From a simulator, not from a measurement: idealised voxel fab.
process module | voxel quadruple lines
cross-section cut | 275 nm wide | cells 5 nm
A cross-section is a grid of square cells, given in bands from the top down. A band is one or more rows of cells.
Each band's line starts with the height of the band's top and of its bottom, in nm. Then come its materials from left to right, each with its width in nm. One material with "throughout" fills the band from edge to edge. "air" is empty space.
Height 0 is the level under which the wafer as received is all one material. The lowest band goes on downwards, as in "0 down".
A width such as "30 to 40" changes by the same amount from each row of cells to the next, from the band's top row to its bottom row.
"no change" after a step means that no cell of the cross-section changed.
closed voids: empty space of 8 cells or more with no open way to the top, each as width x height at its distance from the left edge, in nm
after a step's settings: what the simulator itself notes on the step
overlay nm, on a step with a mask: how far to the right of its planned place the mask lay; to the left if negative
plan
1 op RECEIVE | material Si
2 op CONFORMAL_DEP | material SiO2 | thk nm 10
3 op DIRECTIONAL_DEP | material Ru | thk nm 10
4 op DIRECTIONAL_DEP | material polySi | thk nm 15
5 op DIRECTIONAL_DEP | material aC | thk nm 25
6 op PATTERN | tone cover | mask id MANDREL | material resist | width nm 25 | thk nm 35 | overlay nm 0
7 op DIRECTIONAL_ETCH | etch materials aC | depth nm 25
8 op STRIP | etch materials resist
9 op CONFORMAL_DEP | material SiO2 | thk nm 15
10 op DIRECTIONAL_ETCH | etch materials SiO2 | depth nm 15
11 op STRIP | etch materials aC
12 op DIRECTIONAL_ETCH | etch materials polySi | depth nm 15
13 op STRIP | etch materials SiO2
14 op CONFORMAL_DEP | material SiCN | thk nm 5
15 op DIRECTIONAL_ETCH | etch materials SiCN | depth nm 5
16 op STRIP | etch materials polySi
17 op DIRECTIONAL_ETCH | etch materials Ru | depth nm 10
18 op STRIP | etch materials SiCN
as received, after step 1
  0 down: Si throughout
  closed voids: none
a wafer at the end: this start, this plan, one mistake
  20 to 10: air 100 | Ru 5 | air 15 | Ru 5 | air 25 | Ru 5 | air 15 | Ru 5 | air 100
  10 to 0: SiO2 throughout
  0 down: Si throughout
  closed voids: none
what went wrong: step 6 ran as: op PATTERN | tone cover | mask id MANDREL | material resist | width nm 35 | thk nm 35 | overlay nm 0
